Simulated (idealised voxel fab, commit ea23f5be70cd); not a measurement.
Process module heading - voxel gate over fins
Section cut is 185 nm wide and gridded with 5 nm square cells.
Just so we're on the same page, the cross-sections are grids of square cells, and they're listed out in bands top to bottom, each band one or more rows deep.
Band entry format. Leading values: height of top, height of bottom, nm. Remainder: materials in left-to-right order, each with its width in nm. Special words: "edge to edge" on a single material, which then fills the band edge to edge; "blank", empty space.
Note: height 0 marks the level under which the wafer is uniformly one material as received. Lowest band unbounded below, written "0 down".
Width spec "30..40" -> top row of cells at first value, bottom row at second value, equal per-row change in between.
The designation "no change occurred", where it is given for a processing step, indicates that no cell of the cross-section was altered in the course of that step.
Under "Enclosed internal cavities" you'll find the enclosed gaps, the ones with no way out to the top, that are 8 cells or bigger; each reads width x height at distance, with distance counted from the left edge, everything in nm.
Note: text after step settings on the step line = simulator remark on that step.
overlay nm: for a step with a mask, the amount by which the mask lay right of where it was planned; a negative amount means left of it.
Intended process steps:
1. RECEIVE: material Si
2. CONFORMAL_DEP: material SiN, thk nm 5
3. DIRECTIONAL_DEP: material aC, thk nm 10
4. PATTERN: tone cover, mask id FINS, material resist, width nm 15, pitch nm 60, thk nm 25, overlay nm 0
5. DIRECTIONAL_ETCH: etch materials aC, depth nm 10
6. STRIP: etch materials resist
7. DIRECTIONAL_ETCH: etch materials SiN, depth nm 5
8. DIRECTIONAL_ETCH: etch materials Si, depth nm 40
9. STRIP: etch materials aC
10. FILL_DEP: material SiO2, thk nm 10
11. CMP: height nm 5
12. PATTERN: tone open, mask id RAIL, material resist, width nm 15, thk nm 20, overlay nm 0
13. DIRECTIONAL_ETCH: etch materials SiO2, depth nm 40
14. STRIP: etch materials resist
15. CONFORMAL_DEP: material TiN, thk nm 5
16. FILL_DEP: material Ru, thk nm 5
17. CMP: height nm 5
18. SELECTIVE_ETCH: etch materials W Ru TiN, depth nm 30
19. FILL_DEP: material SiO2, thk nm 5
20. CMP: height nm 5
21. SELECTIVE_ETCH: etch materials SiO2, depth nm 20
22. STRIP: etch materials SiN
23. CONFORMAL_DEP: material HfO2, thk nm 5
24. CONFORMAL_DEP: material TiN, thk nm 5
25. FILL_DEP: material W, thk nm 15
26. CMP: height nm 20
27. CONFORMAL_DEP: material SiN, thk nm 10
As received (post step 1): cross-section:
* 0 down | Si edge to edge
* Enclosed internal cavities: none
The cross-section shown corresponds to the wafer at the conclusion of the module. The initial structure and the process plan are those presented above; however, one mistake occurred in executing the plan:
* 30 to 20 | SiN edge to edge
* 20 to 10 | W edge to edge
* 10 to 5 | W=45 | TiN=35 | W=25 | TiN=35 | W=45
* 5 to 0 | W=45 | TiN=5 | HfO2=25 | TiN=5 | W=25 | TiN=5 | HfO2=25 | TiN=5 | W=45
* 0 to -5 | W=45 | TiN=5 | HfO2=5 | Si=15 | HfO2=5 | TiN=5 | W=25 | TiN=5 | HfO2=5 | Si=15 | HfO2=5 | TiN=5 | W=45
* -5 to -10 | TiN=50 | HfO2=5 | Si=15 | HfO2=5 | TiN=35 | HfO2=5 | Si=15 | HfO2=5 | TiN=50
* -10 to -15 | HfO2=55 | Si=15 | HfO2=45 | Si=15 | HfO2=55
* -15 to -25 | SiO2=55 | Si=15 | SiO2=45 | Si=15 | SiO2=55
* -25 to -30 | Ru=50 | TiN=5 | Si=15 | TiN=5 | Ru=5 | TiN=5 | SiO2=15 | TiN=5 | Ru=5 | TiN=5 | Si=15 | TiN=5 | Ru=50
* -30 to -35 | TiN=55 | Si=15 | TiN=15 | SiO2=15 | TiN=15 | Si=15 | TiN=55
* -35 to -40 | SiO2=55 | Si=15 | SiO2=45 | Si=15 | SiO2=55
* -40 down | Si edge to edge
* Enclosed internal cavities: none
Error vs. plan: step 12: run off-plan, actual operation and settings PATTERN: tone cover, mask id RAIL, material resist, width nm 15, thk nm 20, overlay nm 0
